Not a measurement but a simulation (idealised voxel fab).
process module | voxel quadruple lines
cross-section cut | 175 nm wide | cells 5 nm
A cross-section is a grid of square cells, given in bands from the top down. A band is one or more rows of cells.
Each band's line starts with the height of the band's top and of its bottom, in nm. Then come its materials from left to right, each with its width in nm. One material with "throughout" fills the band from edge to edge. "air" is empty space.
Height 0 is the level under which the wafer as received is all one material. The lowest band goes on downwards, as in "0 down".
A width such as "30 to 40" changes by the same amount from each row of cells to the next, from the band's top row to its bottom row.
"no change" after a step means that no cell of the cross-section changed.
closed voids: empty space of 8 cells or more with no open way to the top, each as width x height at its distance from the left edge, in nm
after a step's settings: what the simulator itself notes on the step
overlay nm, on a step with a mask: how far to the right of its planned place the mask lay; to the left if negative
plan
1 op RECEIVE | material Si
2 op CONFORMAL_DEP | material SiO2 | thk nm 5
3 op DIRECTIONAL_DEP | material W | thk nm 15
4 op DIRECTIONAL_DEP | material polySi | thk nm 15
5 op DIRECTIONAL_DEP | material aC | thk nm 20
6 op PATTERN | tone cover | mask id MANDREL | material resist | width nm 25 | thk nm 30 | overlay nm 0
7 op DIRECTIONAL_ETCH | etch materials aC | depth nm 20
8 op STRIP | etch materials resist
9 op CONFORMAL_DEP | material SiO2 | thk nm 15
10 op DIRECTIONAL_ETCH | etch materials SiO2 | depth nm 15
11 op STRIP | etch materials aC
12 op DIRECTIONAL_ETCH | etch materials polySi | depth nm 15
13 op STRIP | etch materials SiO2
14 op CONFORMAL_DEP | material SiCN | thk nm 5
15 op DIRECTIONAL_ETCH | etch materials SiCN | depth nm 5
16 op STRIP | etch materials polySi
17 op DIRECTIONAL_ETCH | etch materials W | depth nm 15
18 op STRIP | etch materials SiCN
19 op FILL_DEP | material SiO2 | thk nm 5
20 op CMP | height nm 20
as received, after step 1
  0 down: Si throughout
  closed voids: none
a wafer at the end: this start, this plan, one mistake
  20 to 5: polySi 55 | W 5 | polySi 15 | W 5 | polySi 15 | W 5 | polySi 15 | W 5 | polySi 55
  5 to 0: SiO2 throughout
  0 down: Si throughout
  closed voids: none
what went wrong: step 19 ran as: op FILL_DEP | material polySi | thk nm 5
